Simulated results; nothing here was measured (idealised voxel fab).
A process module follows: voxel tone inversion.
Cross-section cut: width 160 nm, square cells of 5 nm.
A cross-section is written here as square cells arranged in a grid, and it is given in bands from the top down, each band taking up one or more rows of cells.
It is stipulated that each band's entry specify, in nanometres, the height of the top of the band and then that of its bottom, followed by the materials of the band in left-to-right sequence, each together with its width in nanometres. A single material marked by the word "all across" is understood to fill the band from edge to edge; the word "empty" is understood to denote empty space.
Heights are measured from 0, the level below which the as-received wafer is all one material; the lowest band has no bottom and continues downward, written as in "0 nm and below".
It should be noted that a width expressed as "30 to 40" varies in equal increments from row to row of cells within the band, taking the value of the first number at the top row and that of the second number at the bottom row.
"no change occurred" (step): cross-section cells unchanged, all of them.
"Enclosed void listing" - sealed voids, min. 8 cells, no opening to top; format: width x height at distance (distance from left edge; nm throughout).
Whatever follows a step's settings on its line is a remark the simulator itself makes about that step.
Among the settings permitted on a step's line is "overlay nm"; applied to a step with a mask, it specifies the extent to which the mask lay to the right of its planned position, whereas a negative figure signifies a position to the left.

# The steps planned for the process are as follows
step 1: op RECEIVE | material Si
step 2: op CONFORMAL_DEP | material SiCN | thk nm 5
step 3: op DIRECTIONAL_DEP | material polySi | thk nm 25
step 4: op PATTERN | tone cover | mask id POSTS | material resist | width nm 25 | pitch nm 50 | thk nm 35 | overlay nm 0
step 5: op DIRECTIONAL_ETCH | etch materials polySi | depth nm 25
step 6: op STRIP | etch materials resist
step 7: op FILL_DEP | material SiO2 | thk nm 10
step 8: op CMP | height nm 30
step 9: op STRIP | etch materials polySi

# As-received state of the wafer in cross-section, equivalent to post-step 1
  0 nm and below = Si all across
  Enclosed void listing: none

# Cross-section: first of two wafers, module finished, run according to plan
  30 nm to 5 nm = SiO2=40 / empty=25 / SiO2=25 / empty=25 / SiO2=45
  5 nm to 0 nm = SiCN all across
  0 nm and below = Si all across
  Enclosed void listing: none

# Module end: cross-section of wafer two of two. Same start and process plan as the first wafer. One mistake during execution
  30 nm to 5 nm = empty=40 / SiO2=25 / empty=25 / SiO2=25 / empty=45
  5 nm to 0 nm = SiCN all across
  0 nm and below = Si all across
  Enclosed void listing: none
What broke from the plan during processing? step 4 did not happen as planned, as run it was op PATTERN | tone open | mask id POSTS | material resist | width nm 25 | pitch nm 50 | thk nm 35 | overlay nm 0
Final cells, second wafer relative to first, materials higher or lower: SiO2: 60 fewer
